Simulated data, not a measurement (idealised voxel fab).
Process module heading - voxel tone inversion
cross-section cut | 210 nm wide | cells 5 nm
Cross-section spec: square-cell grid; bands listed top down; each band is one or more rows. Band: top and bottom heights (nm) first, top before bottom; then materials from left to right, widths in nm. "all across" marks a sole material filling the band edge to edge. "air" denotes empty space. The reference from which all heights are counted is 0, the level beneath which the as-received wafer is entirely one material; the lowest band, having no lower bound, proceeds downward and is written after the example "0 and below". Quick explanation for "30->40": the width changes in equal steps down the rows of cells, from the first number in the band's top row to the second number in its bottom row. It should be understood that the words "nothing got changed", when stated for a given step, signify that the cross-section underwent no change in any of its cells during that step. The list in "Sealed internal voids" covers empty spaces of 8 cells or more that cannot reach the top through any open way, and it gives each as width x height at distance; the distance is from the left edge, and width, height and distance are in nm. That trailing text on a step's line, after the settings, is the simulator's own remark on the step. For masked steps, "overlay nm" on the step line gives how far right of plan the mask actually lay; a minus sign means it lay to the left.
[plan]
1,RECEIVE: material Si
2,CONFORMAL_DEP: material SiCN, thk nm 5
3,DIRECTIONAL_DEP: material aC, thk nm 20
4,PATTERN: tone cover, mask id POSTS, material resist, width nm 15, pitch nm 45, thk nm 30, overlay nm 0
5,DIRECTIONAL_ETCH: etch materials aC, depth nm 20
6,STRIP: etch materials resist
7,FILL_DEP: material SiO2, thk nm 5
8,CMP: height nm 25
9,STRIP: etch materials aC
[Wafer as received: cross-section following step 1]
* 0 and below = Si all across
* Sealed internal voids: none
[Sectioned view, first of two wafers, at the close of the module, processed as intended in the plan]
* 25 down to 5 = SiO2=75 | air=15 | SiO2=30 | air=15 | SiO2=75
* 5 down to 0 = SiCN all across
* 0 and below = Si all across
* Sealed internal voids: none
[This cross-section belongs to the second wafer of two at the end of the module; the start and the plan were shared with the first, and the run included one mistake]
* 25 down to 5 = air=75 | SiO2=15 | air=30 | SiO2=15 | air=75
* 5 down to 0 = SiCN all across
* 0 and below = Si all across
* Sealed internal voids: none
Misprocessing identified: heads up, step 4 didn't go per plan, it actually ran as PATTERN: tone open, mask id POSTS, material resist, width nm 15, pitch nm 45, thk nm 30, overlay nm 0
Count the cells at the end and the second wafer has more or fewer of some materials than the first: SiO2 -120
